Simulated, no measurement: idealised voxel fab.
The process module that follows is named voxel gate over fins.
295 nm wide, 5 nm square cells: that's cross-section cut.
Think of the cross-section as a grid of square cells. We describe it in bands, top to bottom, and each band covers one or more rows of those cells. Top height, bottom height, nm. Materials left to right, width each, nm. Single material + "full width" = fills band edge to edge. "air" = empty. The level at which height equals 0 is the one under which the wafer, as it arrives, is entirely one material. No lower edge exists for the bottom band, which continues downward and is notated as in "0 down". It should be noted that a width expressed as "30..40" varies in equal increments from row to row of cells within the band, taking the value of the first number at the top row and that of the second number at the bottom row. What does "remained the same" mean for a step? It means no cell of the cross-section changed in that step. Reported under the label "Closed void roster" are the empty spaces having no open way to the top and comprising 8 cells or more; the notation for each is width x height at distance, in which the distance is measured from the left edge and all three values are in nm. Heads up: the bit after the settings on a step's line is the simulator's remark on that step. On any step carrying a mask, the "overlay nm" setting, if present on the step's line, tells how far right of its planned place the mask lay; negative values point to the left.

So here's the lineup of process steps we planned:
- 1: RECEIVE [material Si]
- 2: CONFORMAL_DEP [material SiN] [thk nm 5]
- 3: MASKED_ETCH [tone cover] [mask id FINS] [width nm 15] [pitch nm 40] [etch materials SiN] [depth nm 5] [overlay nm 0]
- 4: MASKED_ETCH [tone cover] [mask id FINS] [width nm 15] [pitch nm 40] [etch materials Si] [depth nm 35] [overlay nm 0]
- 5: OXIDIZE [depth nm 5]
- 6: FILL_DEP [material SiO2] [thk nm 15]
- 7: CMP [height nm 5]
- 8: SELECTIVE_ETCH [etch materials SiO2] [depth nm 15]
- 9: STRIP [etch materials SiN]
- 10: CONFORMAL_DEP [material HfO2] [thk nm 5]
- 11: CONFORMAL_DEP [material TiN] [thk nm 5]
- 12: CONFORMAL_DEP [material TiAl] [thk nm 5]
- 13: CONFORMAL_DEP [material TiN] [thk nm 5]
- 14: FILL_DEP [material W] [thk nm 15]
- 15: CMP [height nm 30]
- 16: CONFORMAL_DEP [material SiN] [thk nm 10]

Shown in cross-section is the wafer as received, that is, as it stands after step 1:
    0 down: Si full width
    Closed void roster: none

Starting structure and process plan are as shown above, but one mistake was made in running the module; the wafer cross-section at the end of the module follows:
    40 to 30: SiN full width
    30 to 15: W full width
    15 to 10: W: 110, TiN: 35, W: 5, TiN: 35, W: 110
    10 to 5: W: 110, TiN: 5, TiAl: 25, TiN: 5, W: 5, TiN: 5, TiAl: 25, TiN: 5, W: 110
    5 to 0: TiN: 115, TiAl: 5, HfO2: 15, TiAl: 5, TiN: 15, TiAl: 5, HfO2: 15, TiAl: 5, TiN: 115
    0 to -5: TiAl: 120, HfO2: 5, Si: 5, HfO2: 5, TiAl: 25, HfO2: 5, Si: 5, HfO2: 5, TiAl: 120
    -5 to -10: HfO2: 125, Si: 5, HfO2: 35, Si: 5, HfO2: 125
    -10 to -40: SiO2: 125, Si: 5, SiO2: 35, Si: 5, SiO2: 125
    -40 down: Si full width
    Closed void roster: none
Deviation noted in wafer processing: it should be noted that step 11 of the plan was omitted and was not performed
